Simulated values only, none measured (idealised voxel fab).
Process module under the name voxel wiring stack
Cross-section cut spans 175 nm and uses square cells 5 nm in size.
Notation: cross-section as square-cell grid; stated in bands, top first, going down; one or more cell rows per band. Basically the band line says how high the top is and how high the bottom is, in nm, and then what's in it from left to right, every material with its width in nm. Empty space shows up as "air", and if a single material carries "all across" it runs the full band edge to edge. Heights are expressed relative to 0, this being the level below which the as-received wafer comprises one material exclusively. The lowest band is unbounded in the downward direction and is denoted as in "top 0, no bottom". With a width like "30 to 40", each row of cells in the band differs from the next by the same amount, the top row carrying the first number and the bottom row the second. Step marked "same as before"? Then no cell in the cross-section changed in it. In the "Sealed internal voids" entry, you get each enclosed empty space of 8 cells or more, one with no open way to the top, written width x height at distance, distance from the left edge, in nm. Note: text after step settings on the step line = simulator remark on that step. overlay nm, on a step with a mask: how far to the right of its planned place the mask lay; to the left if negative. Each of the pairs that make up the rest of this document says: here is the cross-section before one process step, here is the cross-section after it, drawn only down to the lowest band that changed, and here, under the pair, is the step lying between them with its settings. Different pairs may come from different runs of this module on the same starting wafer, so a pair continues from the pair above it only where its entry headed "Incoming structure" says so.

Incoming structure:
> top 65, bottom 60 | SiCN all across
> top 60, bottom 40 | SiO2 35 nm; TiN 5 nm; Ru 5 nm; TiN 5 nm; SiO2 65 nm; TiN 5 nm; Ru 5 nm; TiN 5 nm; SiO2 45 nm
> top 40, bottom 35 | SiCN 35 nm; TiN 15 nm; SiCN 65 nm; TiN 15 nm; SiCN 45 nm
> top 35, bottom 30 | SiN 35 nm; TiN 20 nm; SiN 20 nm; TiN 20 nm; SiN 20 nm; TiN 20 nm; SiN 40 nm
> top 30, bottom 0 | SiO2 all across
> top 0, no bottom | Si all across
> Sealed internal voids: none

Post-Process View:
> top 80, bottom 65 | SiO2 all across
> below 65: unchanged
> Sealed internal voids: none
Which process step falls between the two cross-sections above? DIRECTIONAL_DEP [material SiO2] [thk nm 15]

Incoming structure: no separate figure, the pair right above already shows it after its step.

Post-Process View:
> top 80, bottom 65 | SiO2 35 nm; air 20 nm; SiO2 20 nm; air 20 nm; SiO2 20 nm; air 20 nm; SiO2 40 nm
> below 65: unchanged
> Sealed internal voids: none
Which process step falls between the two cross-sections above? MASKED_ETCH [tone open] [mask id METAL_2] [width nm 20] [pitch nm 40] [etch materials SiO2] [depth nm 15] [overlay nm 0]

Incoming structure: no separate figure, the pair right above already shows it after its step.

Post-Process View:
> top 80, bottom 65 | SiO2 35 nm; air 20 nm; SiO2 20 nm; air 20 nm; SiO2 20 nm; air 20 nm; SiO2 40 nm
> top 65, bottom 60 | SiCN 35 nm; air 20 nm; SiCN 20 nm; air 20 nm; SiCN 20 nm; air 20 nm; SiCN 40 nm
> below 60: unchanged
> Sealed internal voids: none
Which process step falls between the two cross-sections above? MASKED_ETCH [tone open] [mask id METAL_2] [width nm 20] [pitch nm 40] [etch materials SiCN] [depth nm 5] [overlay nm 0]

Incoming structure: no separate figure, the pair right above already shows it after its step.

Post-Process View:
> top 85, bottom 80 | TiN 40 nm; air 10 nm; TiN 30 nm; air 10 nm; TiN 30 nm; air 10 nm; TiN 45 nm
> top 80, bottom 65 | SiO2 35 nm; TiN 5 nm; air 10 nm; TiN 5 nm; SiO2 20 nm; TiN 5 nm; air 10 nm; TiN 5 nm; SiO2 20 nm; TiN 5 nm; air 10 nm; TiN 5 nm; SiO2 40 nm
> top 65, bottom 60 | SiCN 35 nm; TiN 20 nm; SiCN 20 nm; TiN 20 nm; SiCN 20 nm; TiN 20 nm; SiCN 40 nm
> below 60: unchanged
> Sealed internal voids: none
Which process step falls between the two cross-sections above? CONFORMAL_DEP [material TiN] [thk nm 5]

Incoming structure: no separate figure, the pair right above already shows it after its step.

Post-Process View:
> top 90, bottom 85 | Ru all across
> top 85, bottom 80 | TiN 40 nm; Ru 10 nm; TiN 30 nm; Ru 10 nm; TiN 30 nm; Ru 10 nm; TiN 45 nm
> top 80, bottom 65 | SiO2 35 nm; TiN 5 nm; Ru 10 nm; TiN 5 nm; SiO2 20 nm; TiN 5 nm; Ru 10 nm; TiN 5 nm; SiO2 20 nm; TiN 5 nm; Ru 10 nm; TiN 5 nm; SiO2 40 nm
> below 65: unchanged
> Sealed internal voids: none
Which process step falls between the two cross-sections above? FILL_DEP [material Ru] [thk nm 5]

Incoming structure: no separate figure, the pair right above already shows it after its step.

Post-Process View:
> top 80, bottom 65 | SiO2 35 nm; TiN 5 nm; Ru 10 nm; TiN 5 nm; SiO2 20 nm; TiN 5 nm; Ru 10 nm; TiN 5 nm; SiO2 20 nm; TiN 5 nm; Ru 10 nm; TiN 5 nm; SiO2 40 nm
> below 65: unchanged
> Sealed internal voids: none
Which process step falls between the two cross-sections above? CMP [height nm 80]

Incoming structure: no separate figure, the pair right above already shows it after its step.

Post-Process View:
> top 85, bottom 80 | SiCN all across
> below 80: unchanged
> Sealed internal voids: none
Which process step falls between the two cross-sections above? CONFORMAL_DEP [material SiCN] [thk nm 5]

Incoming structure:
> top 60, bottom 40 | SiO2 35 nm; TiN 5 nm; Ru 5 nm; TiN 5 nm; SiO2 65 nm; TiN 5 nm; Ru 5 nm; TiN 5 nm; SiO2 45 nm
> top 40, bottom 35 | SiCN 35 nm; TiN 15 nm; SiCN 65 nm; TiN 15 nm; SiCN 45 nm
> top 35, bottom 20 | SiO2 30 nm; SiN 5 nm; Ru 20 nm; SiN 5 nm; SiO2 10 nm; SiN 5 nm; Ru 20 nm; SiN 5 nm; SiO2 10 nm; SiN 5 nm; Ru 20 nm; SiN 5 nm; SiO2 35 nm
> top 20, bottom 15 | SiN 35 nm; TiN 20 nm; SiN 20 nm; TiN 20 nm; SiN 20 nm; TiN 20 nm; SiN 40 nm
> top 15, bottom 0 | SiO2 all across
> top 0, no bottom | Si all across
> Sealed internal voids: none

Post-Process View:
> top 75, bottom 60 | SiO2 all across
> below 60: unchanged
> Sealed internal voids: none
Which process step falls between the two cross-sections above? DIRECTIONAL_DEP [material SiO2] [thk nm 15]

Incoming structure: no separate figure, the pair right above already shows it after its step.

Post-Process View:
> top 80, bottom 75 | SiCN all across
> below 75: unchanged
> Sealed internal voids: none
Which process step falls between the two cross-sections above? CONFORMAL_DEP [material SiCN] [thk nm 5]

Incoming structure: no separate figure, the pair right above already shows it after its step.

Post-Process View:
> top 80, bottom 75 | SiCN 35 nm; air 20 nm; SiCN 20 nm; air 20 nm; SiCN 20 nm; air 20 nm; SiCN 40 nm
> below 75: unchanged
> Sealed internal voids: none
Which process step falls between the two cross-sections above? MASKED_ETCH [tone open] [mask id METAL_2] [width nm 20] [pitch nm 40] [etch materials SiCN] [depth nm 5] [overlay nm 0]

Incoming structure: no separate figure, the pair right above already shows it after its step.

Post-Process View:
> top 85, bottom 80 | TiN 40 nm; air 10 nm; TiN 30 nm; air 10 nm; TiN 30 nm; air 10 nm; TiN 45 nm
> top 80, bottom 75 | SiCN 35 nm; TiN 20 nm; SiCN 20 nm; TiN 20 nm; SiCN 20 nm; TiN 20 nm; SiCN 40 nm
> below 75: unchanged
> Sealed internal voids: none
Which process step falls between the two cross-sections above? CONFORMAL_DEP [material TiN] [thk nm 5]

Incoming structure: no separate figure, the pair right above already shows it after its step.

Post-Process View:
> top 90, bottom 85 | Ru all across
> top 85, bottom 80 | TiN 40 nm; Ru 10 nm; TiN 30 nm; Ru 10 nm; TiN 30 nm; Ru 10 nm; TiN 45 nm
> below 80: unchanged
> Sealed internal voids: none
Which process step falls between the two cross-sections above? FILL_DEP [material Ru] [thk nm 5]

Incoming structure: no separate figure, the pair right above already shows it after its step.

Post-Process View:
> top 80, bottom 75 | SiCN 35 nm; TiN 20 nm; SiCN 20 nm; TiN 20 nm; SiCN 20 nm; TiN 20 nm; SiCN 40 nm
> below 75: unchanged
> Sealed internal voids: none
Which process step falls between the two cross-sections above? CMP [height nm 80]

Incoming structure: no separate figure, the pair right above already shows it after its step.

Post-Process View:
> top 85, bottom 80 | SiCN all across
> below 80: unchanged
> Sealed internal voids: none
Which process step falls between the two cross-sections above? CONFORMAL_DEP [material SiCN] [thk nm 5]

Incoming structure:
> top 0, no bottom | Si all across
> Sealed internal voids: none

Post-Process View:
> top 25, bottom 0 | SiO2 all across
> below 0: unchanged
> Sealed internal voids: none
Which process step falls between the two cross-sections above? CONFORMAL_DEP [material SiO2] [thk nm 25]

Incoming structure: no separate figure, the pair right above already shows it after its step.

Post-Process View:
> top 30, bottom 25 | TiN all across
> below 25: unchanged
> Sealed internal voids: none
Which process step falls between the two cross-sections above? DIRECTIONAL_DEP [material TiN] [thk nm 5]

Incoming structure: no separate figure, the pair right above already shows it after its step.

Post-Process View:
> top 45, bottom 30 | Ru all across
> below 30: unchanged
> Sealed internal voids: none
Which process step falls between the two cross-sections above? DIRECTIONAL_DEP [material Ru] [thk nm 15]

Incoming structure: no separate figure, the pair right above already shows it after its step.

Post-Process View:
> top 45, bottom 30 | air 35 nm; Ru 20 nm; air 20 nm; Ru 20 nm; air 20 nm; Ru 20 nm; air 40 nm
> below 30: unchanged
> Sealed internal voids: none
Which process step falls between the two cross-sections above? MASKED_ETCH [tone cover] [mask id METAL_1] [width nm 20] [pitch nm 40] [etch materials Ru] [depth nm 15] [overlay nm 0]

Incoming structure: no separate figure, the pair right above already shows it after its step.

Post-Process View:
> top 45, bottom 30 | air 35 nm; Ru 20 nm; air 20 nm; Ru 20 nm; air 20 nm; Ru 20 nm; air 40 nm
> top 30, bottom 25 | air 35 nm; TiN 20 nm; air 20 nm; TiN 20 nm; air 20 nm; TiN 20 nm; air 40 nm
> below 25: unchanged
> Sealed internal voids: none
Which process step falls between the two cross-sections above? MASKED_ETCH [tone cover] [mask id METAL_1] [width nm 20] [pitch nm 40] [etch materials TiN] [depth nm 5] [overlay nm 0]

Incoming structure: no separate figure, the pair right above already shows it after its step.

Post-Process View:
> top 50, bottom 45 | air 30 nm; SiN 30 nm; air 10 nm; SiN 30 nm; air 10 nm; SiN 30 nm; air 35 nm
> top 45, bottom 30 | air 30 nm; SiN 5 nm; Ru 20 nm; SiN 5 nm; air 10 nm; SiN 5 nm; Ru 20 nm; SiN 5 nm; air 10 nm; SiN 5 nm; Ru 20 nm; SiN 5 nm; air 35 nm
> top 30, bottom 25 | SiN 35 nm; TiN 20 nm; SiN 20 nm; TiN 20 nm; SiN 20 nm; TiN 20 nm; SiN 40 nm
> below 25: unchanged
> Sealed internal voids: none
Which process step falls between the two cross-sections above? CONFORMAL_DEP [material SiN] [thk nm 5]

Incoming structure: no separate figure, the pair right above already shows it after its step.

Post-Process View:
> top 60, bottom 50 | SiO2 all across
> top 50, bottom 45 | SiO2 30 nm; SiN 30 nm; SiO2 10 nm; SiN 30 nm; SiO2 10 nm; SiN 30 nm; SiO2 35 nm
> top 45, bottom 30 | SiO2 30 nm; SiN 5 nm; Ru 20 nm; SiN 5 nm; SiO2 10 nm; SiN 5 nm; Ru 20 nm; SiN 5 nm; SiO2 10 nm; SiN 5 nm; Ru 20 nm; SiN 5 nm; SiO2 35 nm
> below 30: unchanged
> Sealed internal voids: none
Which process step falls between the two cross-sections above? FILL_DEP [material SiO2] [thk nm 10]

Incoming structure: no separate figure, the pair right above already shows it after its step.

Post-Process View:
> top 35, bottom 30 | SiO2 30 nm; SiN 5 nm; Ru 20 nm; SiN 5 nm; SiO2 10 nm; SiN 5 nm; Ru 20 nm; SiN 5 nm; SiO2 10 nm; SiN 5 nm; Ru 20 nm; SiN 5 nm; SiO2 35 nm
> below 30: unchanged
> Sealed internal voids: none
Which process step falls between the two cross-sections above? CMP [height nm 35]

Incoming structure: no separate figure, the pair right above already shows it after its step.

Post-Process View:
> top 40, bottom 35 | SiCN all across
> below 35: unchanged
> Sealed internal voids: none
Which process step falls between the two cross-sections above? CONFORMAL_DEP [material SiCN] [thk nm 5]

Incoming structure: no separate figure, the pair right above already shows it after its step.

Post-Process View:
> top 60, bottom 40 | SiO2 all across
> below 40: unchanged
> Sealed internal voids: none
Which process step falls between the two cross-sections above? DIRECTIONAL_DEP [material SiO2] [thk nm 20]

Incoming structure: no separate figure, the pair right above already shows it after its step.

Post-Process View:
> top 70, bottom 60 | aC all across
> below 60: unchanged
> Sealed internal voids: none
Which process step falls between the two cross-sections above? DIRECTIONAL_DEP [material aC] [thk nm 10]

Incoming structure: no separate figure, the pair right above already shows it after its step.

Post-Process View:
> top 100, bottom 70 | resist 35 nm; air 15 nm; resist 65 nm; air 15 nm; resist 45 nm
> below 70: unchanged
> Sealed internal voids: none
Which process step falls between the two cross-sections above? PATTERN [tone open] [mask id PLUG_1] [material resist] [width nm 15] [pitch nm 80] [thk nm 30] [overlay nm 0]

Incoming structure: no separate figure, the pair right above already shows it after its step.

Post-Process View:
> top 90, bottom 70 | resist 35 nm; air 15 nm; resist 65 nm; air 15 nm; resist 45 nm
> top 70, bottom 60 | aC 35 nm; air 15 nm; aC 65 nm; air 15 nm; aC 45 nm
> below 60: unchanged
> Sealed internal voids: none
Which process step falls between the two cross-sections above? DIRECTIONAL_ETCH [etch materials aC] [depth nm 10]

Incoming structure: no separate figure, the pair right above already shows it after its step.

Post-Process View:
> top 70, bottom 60 | aC 35 nm; air 15 nm; aC 65 nm; air 15 nm; aC 45 nm
> below 60: unchanged
> Sealed internal voids: none
Which process step falls between the two cross-sections above? STRIP [etch materials resist]

Incoming structure: no separate figure, the pair right above already shows it after its step.

Post-Process View:
> top 70, bottom 60 | aC 35 nm; air 15 nm; aC 65 nm; air 15 nm; aC 45 nm
> top 60, bottom 40 | SiO2 35 nm; air 15 nm; SiO2 65 nm; air 15 nm; SiO2 45 nm
> below 40: unchanged
> Sealed internal voids: none
Which process step falls between the two cross-sections above? DIRECTIONAL_ETCH [etch materials SiO2] [depth nm 20]

Incoming structure: no separate figure, the pair right above already shows it after its step.

Post-Process View:
> top 70, bottom 60 | aC 35 nm; air 15 nm; aC 65 nm; air 15 nm; aC 45 nm
> top 60, bottom 40 | SiO2 35 nm; air 15 nm; SiO2 65 nm; air 15 nm; SiO2 45 nm
> top 40, bottom 35 | SiCN 35 nm; air 15 nm; SiCN 65 nm; air 15 nm; SiCN 45 nm
> below 35: unchanged
> Sealed internal voids: none
Which process step falls between the two cross-sections above? DIRECTIONAL_ETCH [etch materials SiCN] [depth nm 5]

Incoming structure: no separate figure, the pair right above already shows it after its step.

Post-Process View:
> top 60, bottom 40 | SiO2 35 nm; air 15 nm; SiO2 65 nm; air 15 nm; SiO2 45 nm
> below 40: unchanged
> Sealed internal voids: none
Which process step falls between the two cross-sections above? STRIP [etch materials aC]

Incoming structure: no separate figure, the pair right above already shows it after its step.

Post-Process View:
> top 65, bottom 60 | TiN 40 nm; air 5 nm; TiN 75 nm; air 5 nm; TiN 50 nm
> top 60, bottom 40 | SiO2 35 nm; TiN 5 nm; air 5 nm; TiN 5 nm; SiO2 65 nm; TiN 5 nm; air 5 nm; TiN 5 nm; SiO2 45 nm
> top 40, bottom 35 | SiCN 35 nm; TiN 15 nm; SiCN 65 nm; TiN 15 nm; SiCN 45 nm
> below 35: unchanged
> Sealed internal voids: none
Which process step falls between the two cross-sections above? CONFORMAL_DEP [material TiN] [thk nm 5]

Incoming structure: no separate figure, the pair right above already shows it after its step.

Post-Process View:
> top 70, bottom 65 | Ru all across
> top 65, bottom 60 | TiN 40 nm; Ru 5 nm; TiN 75 nm; Ru 5 nm; TiN 50 nm
> top 60, bottom 40 | SiO2 35 nm; TiN 5 nm; Ru 5 nm; TiN 5 nm; SiO2 65 nm; TiN 5 nm; Ru 5 nm; TiN 5 nm; SiO2 45 nm
> below 40: unchanged
> Sealed internal voids: none
Which process step falls between the two cross-sections above? FILL_DEP [material Ru] [thk nm 5]

Incoming structure: no separate figure, the pair right above already shows it after its step.

Post-Process View:
> top 60, bottom 40 | SiO2 35 nm; TiN 5 nm; Ru 5 nm; TiN 5 nm; SiO2 65 nm; TiN 5 nm; Ru 5 nm; TiN 5 nm; SiO2 45 nm
> below 40: unchanged
> Sealed internal voids: none
Which process step falls between the two cross-sections above? CMP [height nm 60]

Incoming structure: no separate figure, the pair right above already shows it after its step.

Post-Process View:
> top 65, bottom 60 | SiCN all across
> below 60: unchanged
> Sealed internal voids: none
Which process step falls between the two cross-sections above? CONFORMAL_DEP [material SiCN] [thk nm 5]

Incoming structure: no separate figure, the pair right above already shows it after its step.

Post-Process View:
> top 80, bottom 65 | SiO2 all across
> below 65: unchanged
> Sealed internal voids: none
Which process step falls between the two cross-sections above? DIRECTIONAL_DEP [material SiO2] [thk nm 15]

Incoming structure: no separate figure, the pair right above already shows it after its step.

Post-Process View:
> top 80, bottom 65 | SiO2 35 nm; air 20 nm; SiO2 20 nm; air 20 nm; SiO2 20 nm; air 20 nm; SiO2 40 nm
> below 65: unchanged
> Sealed internal voids: none
Which process step falls between the two cross-sections above? MASKED_ETCH [tone open] [mask id METAL_2] [width nm 20] [pitch nm 40] [etch materials SiO2] [depth nm 15] [overlay nm 0]

Incoming structure: no separate figure, the pair right above already shows it after its step.

Post-Process View:
> top 80, bottom 65 | SiO2 35 nm; air 20 nm; SiO2 20 nm; air 20 nm; SiO2 20 nm; air 20 nm; SiO2 40 nm
> top 65, bottom 60 | SiCN 35 nm; air 20 nm; SiCN 20 nm; air 20 nm; SiCN 20 nm; air 20 nm; SiCN 40 nm
> below 60: unchanged
> Sealed internal voids: none
Which process step falls between the two cross-sections above? MASKED_ETCH [tone open] [mask id METAL_2] [width nm 20] [pitch nm 40] [etch materials SiCN] [depth nm 5] [overlay nm 0]

Incoming structure: no separate figure, the pair right above already shows it after its step.

Post-Process View:
> top 85, bottom 80 | TiN 40 nm; air 10 nm; TiN 30 nm; air 10 nm; TiN 30 nm; air 10 nm; TiN 45 nm
> top 80, bottom 65 | SiO2 35 nm; TiN 5 nm; air 10 nm; TiN 5 nm; SiO2 20 nm; TiN 5 nm; air 10 nm; TiN 5 nm; SiO2 20 nm; TiN 5 nm; air 10 nm; TiN 5 nm; SiO2 40 nm
> top 65, bottom 60 | SiCN 35 nm; TiN 20 nm; SiCN 20 nm; TiN 20 nm; SiCN 20 nm; TiN 20 nm; SiCN 40 nm
> below 60: unchanged
> Sealed internal voids: none
Which process step falls between the two cross-sections above? CONFORMAL_DEP [material TiN] [thk nm 5]

Incoming structure: no separate figure, the pair right above already shows it after its step.

Post-Process View:
> top 90, bottom 85 | Ru all across
> top 85, bottom 80 | TiN 40 nm; Ru 10 nm; TiN 30 nm; Ru 10 nm; TiN 30 nm; Ru 10 nm; TiN 45 nm
> top 80, bottom 65 | SiO2 35 nm; TiN 5 nm; Ru 10 nm; TiN 5 nm; SiO2 20 nm; TiN 5 nm; Ru 10 nm; TiN 5 nm; SiO2 20 nm; TiN 5 nm; Ru 10 nm; TiN 5 nm; SiO2 40 nm
> below 65: unchanged
> Sealed internal voids: none
Which process step falls between the two cross-sections above? FILL_DEP [material Ru] [thk nm 5]

Incoming structure: no separate figure, the pair right above already shows it after its step.

Post-Process View:
> top 80, bottom 65 | SiO2 35 nm; TiN 5 nm; Ru 10 nm; TiN 5 nm; SiO2 20 nm; TiN 5 nm; Ru 10 nm; TiN 5 nm; SiO2 20 nm; TiN 5 nm; Ru 10 nm; TiN 5 nm; SiO2 40 nm
> below 65: unchanged
> Sealed internal voids: none
Which process step falls between the two cross-sections above? CMP [height nm 80]

Incoming structure: no separate figure, the pair right above already shows it after its step.

Post-Process View:
> top 85, bottom 80 | SiCN all across
> below 80: unchanged
> Sealed internal voids: none
Which process step falls between the two cross-sections above? CONFORMAL_DEP [material SiCN] [thk nm 5]

Incoming structure:
> top 80, bottom 65 | SiO2 all across
> top 65, bottom 60 | SiCN all across
> top 60, bottom 40 | SiO2 35 nm; TiN 5 nm; Ru 5 nm; TiN 5 nm; SiO2 65 nm; TiN 5 nm; Ru 5 nm; TiN 5 nm; SiO2 45 nm
> top 40, bottom 35 | SiCN 35 nm; TiN 15 nm; SiCN 65 nm; TiN 15 nm; SiCN 45 nm
> top 35, bottom 20 | SiO2 30 nm; SiN 5 nm; Ru 20 nm; SiN 5 nm; SiO2 10 nm; SiN 5 nm; Ru 20 nm; SiN 5 nm; SiO2 10 nm; SiN 5 nm; Ru 20 nm; SiN 5 nm; SiO2 35 nm
> top 20, bottom 15 | SiN 35 nm; TiN 20 nm; SiN 20 nm; TiN 20 nm; SiN 20 nm; TiN 20 nm; SiN 40 nm
> top 15, bottom 0 | SiO2 all across
> top 0, no bottom | Si all across
> Sealed internal voids: none

Post-Process View:
> top 80, bottom 65 | SiO2 40 nm; air 15 nm; SiO2 25 nm; air 15 nm; SiO2 25 nm; air 15 nm; SiO2 40 nm
> below 65: unchanged
> Sealed internal voids: none
Which process step falls between the two cross-sections above? MASKED_ETCH [tone open] [mask id METAL_2] [width nm 15] [pitch nm 40] [etch materials SiO2] [depth nm 15] [overlay nm 0]

Incoming structure: no separate figure, the pair right above already shows it after its step.

Post-Process View:
> top 80, bottom 65 | SiO2 40 nm; air 15 nm; SiO2 25 nm; air 15 nm; SiO2 25 nm; air 15 nm; SiO2 40 nm
> top 65, bottom 60 | SiCN 40 nm; air 15 nm; SiCN 25 nm; air 15 nm; SiCN 25 nm; air 15 nm; SiCN 40 nm
> below 60: unchanged
> Sealed internal voids: none
Which process step falls between the two cross-sections above? MASKED_ETCH [tone open] [mask id METAL_2] [width nm 20] [pitch nm 40] [etch materials SiCN] [depth nm 5] [overlay nm 0]

Incoming structure: no separate figure, the pair right above already shows it after its step.

Post-Process View:
> top 85, bottom 80 | TiN 45 nm; air 5 nm; TiN 35 nm; air 5 nm; TiN 35 nm; air 5 nm; TiN 45 nm
> top 80, bottom 65 | SiO2 40 nm; TiN 5 nm; air 5 nm; TiN 5 nm; SiO2 25 nm; TiN 5 nm; air 5 nm; TiN 5 nm; SiO2 25 nm; TiN 5 nm; air 5 nm; TiN 5 nm; SiO2 40 nm
> top 65, bottom 60 | SiCN 40 nm; TiN 15 nm; SiCN 25 nm; TiN 15 nm; SiCN 25 nm; TiN 15 nm; SiCN 40 nm
> below 60: unchanged
> Sealed internal voids: none
Which process step falls between the two cross-sections above? CONFORMAL_DEP [material TiN] [thk nm 5]

Incoming structure: no separate figure, the pair right above already shows it after its step.

Post-Process View:
> top 90, bottom 85 | Ru all across
> top 85, bottom 80 | TiN 45 nm; Ru 5 nm; TiN 35 nm; Ru 5 nm; TiN 35 nm; Ru 5 nm; TiN 45 nm
> top 80, bottom 65 | SiO2 40 nm; TiN 5 nm; Ru 5 nm; TiN 5 nm; SiO2 25 nm; TiN 5 nm; Ru 5 nm; TiN 5 nm; SiO2 25 nm; TiN 5 nm; Ru 5 nm; TiN 5 nm; SiO2 40 nm
> below 65: unchanged
> Sealed internal voids: none
Which process step falls between the two cross-sections above? FILL_DEP [material Ru] [thk nm 5]

Incoming structure: no separate figure, the pair right above already shows it after its step.

Post-Process View:
> top 80, bottom 65 | SiO2 40 nm; TiN 5 nm; Ru 5 nm; TiN 5 nm; SiO2 25 nm; TiN 5 nm; Ru 5 nm; TiN 5 nm; SiO2 25 nm; TiN 5 nm; Ru 5 nm; TiN 5 nm; SiO2 40 nm
> below 65: unchanged
> Sealed internal voids: none
Which process step falls between the two cross-sections above? CMP [height nm 80]

Incoming structure: no separate figure, the pair right above already shows it after its step.

Post-Process View:
> top 85, bottom 80 | SiCN all across
> below 80: unchanged
> Sealed internal voids: none
Which process step falls between the two cross-sections above? CONFORMAL_DEP [material SiCN] [thk nm 5]

Incoming structure:
> top 35, bottom 20 | Ru all across
> top 20, bottom 15 | TiN all across
> top 15, bottom 0 | SiO2 all across
> top 0, no bottom | Si all across
> Sealed internal voids: none

Post-Process View:
> top 35, bottom 20 | air 45 nm; Ru 20 nm; air 20 nm; Ru 20 nm; air 20 nm; Ru 20 nm; air 30 nm
> below 20: unchanged
> Sealed internal voids: none
Which process step falls between the two cross-sections above? MASKED_ETCH [tone cover] [mask id METAL_1] [width nm 20] [pitch nm 40] [etch materials Ru] [depth nm 15] [overlay nm 10]

Incoming structure: no separate figure, the pair right above already shows it after its step.

Post-Process View:
> top 35, bottom 20 | air 45 nm; Ru 20 nm; air 20 nm; Ru 20 nm; air 20 nm; Ru 20 nm; air 30 nm
> top 20, bottom 15 | air 35 nm; TiN 30 nm; air 10 nm; TiN 30 nm; air 10 nm; TiN 30 nm; air 30 nm
> below 15: unchanged
> Sealed internal voids: none
Which process step falls between the two cross-sections above? MASKED_ETCH [tone cover] [mask id METAL_1] [width nm 20] [pitch nm 40] [etch materials TiN] [depth nm 5] [overlay nm 0]

Incoming structure: no separate figure, the pair right above already shows it after its step.

Post-Process View:
> top 40, bottom 35 | air 40 nm; SiN 30 nm; air 10 nm; SiN 30 nm; air 10 nm; SiN 30 nm; air 25 nm
> top 35, bottom 25 | air 40 nm; SiN 5 nm; Ru 20 nm; SiN 5 nm; air 10 nm; SiN 5 nm; Ru 20 nm; SiN 5 nm; air 10 nm; SiN 5 nm; Ru 20 nm; SiN 5 nm; air 25 nm
> top 25, bottom 20 | air 30 nm; SiN 15 nm; Ru 20 nm; SiN 20 nm; Ru 20 nm; SiN 20 nm; Ru 20 nm; SiN 5 nm; air 25 nm
> top 20, bottom 15 | SiN 35 nm; TiN 30 nm; SiN 10 nm; TiN 30 nm; SiN 10 nm; TiN 30 nm; SiN 30 nm
> below 15: unchanged
> Sealed internal voids: none
Which process step falls between the two cross-sections above? CONFORMAL_DEP [material SiN] [thk nm 5]

Incoming structure: no separate figure, the pair right above already shows it after its step.

Post-Process View:
> top 50, bottom 40 | SiO2 all across
> top 40, bottom 35 | SiO2 40 nm; SiN 30 nm; SiO2 10 nm; SiN 30 nm; SiO2 10 nm; SiN 30 nm; SiO2 25 nm
> top 35, bottom 25 | SiO2 40 nm; SiN 5 nm; Ru 20 nm; SiN 5 nm; SiO2 10 nm; SiN 5 nm; Ru 20 nm; SiN 5 nm; SiO2 10 nm; SiN 5 nm; Ru 20 nm; SiN 5 nm; SiO2 25 nm
> top 25, bottom 20 | SiO2 30 nm; SiN 15 nm; Ru 20 nm; SiN 20 nm; Ru 20 nm; SiN 20 nm; Ru 20 nm; SiN 5 nm; SiO2 25 nm
> below 20: unchanged
> Sealed internal voids: none
Which process step falls between the two cross-sections above? FILL_DEP [material SiO2] [thk nm 10]

Incoming structure: no separate figure, the pair right above already shows it after its step.

Post-Process View:
> top 35, bottom 25 | SiO2 40 nm; SiN 5 nm; Ru 20 nm; SiN 5 nm; SiO2 10 nm; SiN 5 nm; Ru 20 nm; SiN 5 nm; SiO2 10 nm; SiN 5 nm; Ru 20 nm; SiN 5 nm; SiO2 25 nm
> below 25: unchanged
> Sealed internal voids: none
Which process step falls between the two cross-sections above? CMP [height nm 35]

Incoming structure: no separate figure, the pair right above already shows it after its step.

Post-Process View:
> top 40, bottom 35 | SiCN all across
> below 35: unchanged
> Sealed internal voids: none
Which process step falls between the two cross-sections above? CONFORMAL_DEP [material SiCN] [thk nm 5]

Incoming structure: no separate figure, the pair right above already shows it after its step.

Post-Process View:
> top 60, bottom 40 | SiO2 all across
> below 40: unchanged
> Sealed internal voids: none
Which process step falls between the two cross-sections above? DIRECTIONAL_DEP [material SiO2] [thk nm 20]

Incoming structure: no separate figure, the pair right above already shows it after its step.

Post-Process View:
> top 70, bottom 60 | aC all across
> below 60: unchanged
> Sealed internal voids: none
Which process step falls between the two cross-sections above? DIRECTIONAL_DEP [material aC] [thk nm 10]

Incoming structure: no separate figure, the pair right above already shows it after its step.

Post-Process View:
> top 100, bottom 70 | resist 35 nm; air 15 nm; resist 65 nm; air 15 nm; resist 45 nm
> below 70: unchanged
> Sealed internal voids: none
Which process step falls between the two cross-sections above? PATTERN [tone open] [mask id PLUG_1] [material resist] [width nm 15] [pitch nm 80] [thk nm 30] [overlay nm 0]

Incoming structure: no separate figure, the pair right above already shows it after its step.

Post-Process View:
> top 90, bottom 70 | resist 35 nm; air 15 nm; resist 65 nm; air 15 nm; resist 45 nm
> top 70, bottom 60 | aC 35 nm; air 15 nm; aC 65 nm; air 15 nm; aC 45 nm
> below 60: unchanged
> Sealed internal voids: none
Which process step falls between the two cross-sections above? DIRECTIONAL_ETCH [etch materials aC] [depth nm 10]

Incoming structure: no separate figure, the pair right above already shows it after its step.

Post-Process View:
> top 70, bottom 60 | aC 35 nm; air 15 nm; aC 65 nm; air 15 nm; aC 45 nm
> below 60: unchanged
> Sealed internal voids: none
Which process step falls between the two cross-sections above? STRIP [etch materials resist]

Incoming structure: no separate figure, the pair right above already shows it after its step.

Post-Process View:
> top 70, bottom 60 | aC 35 nm; air 15 nm; aC 65 nm; air 15 nm; aC 45 nm
> top 60, bottom 40 | SiO2 35 nm; air 15 nm; SiO2 65 nm; air 15 nm; SiO2 45 nm
> below 40: unchanged
> Sealed internal voids: none
Which process step falls between the two cross-sections above? DIRECTIONAL_ETCH [etch materials SiO2] [depth nm 20]

Incoming structure: no separate figure, the pair right above already shows it after its step.

Post-Process View:
> top 70, bottom 60 | aC 35 nm; air 15 nm; aC 65 nm; air 15 nm; aC 45 nm
> top 60, bottom 40 | SiO2 35 nm; air 15 nm; SiO2 65 nm; air 15 nm; SiO2 45 nm
> top 40, bottom 35 | SiCN 35 nm; air 15 nm; SiCN 65 nm; air 15 nm; SiCN 45 nm
> below 35: unchanged
> Sealed internal voids: none
Which process step falls between the two cross-sections above? DIRECTIONAL_ETCH [etch materials SiCN] [depth nm 5]

Incoming structure: no separate figure, the pair right above already shows it after its step.

Post-Process View:
> top 60, bottom 40 | SiO2 35 nm; air 15 nm; SiO2 65 nm; air 15 nm; SiO2 45 nm
> below 40: unchanged
> Sealed internal voids: none
Which process step falls between the two cross-sections above? STRIP [etch materials aC]
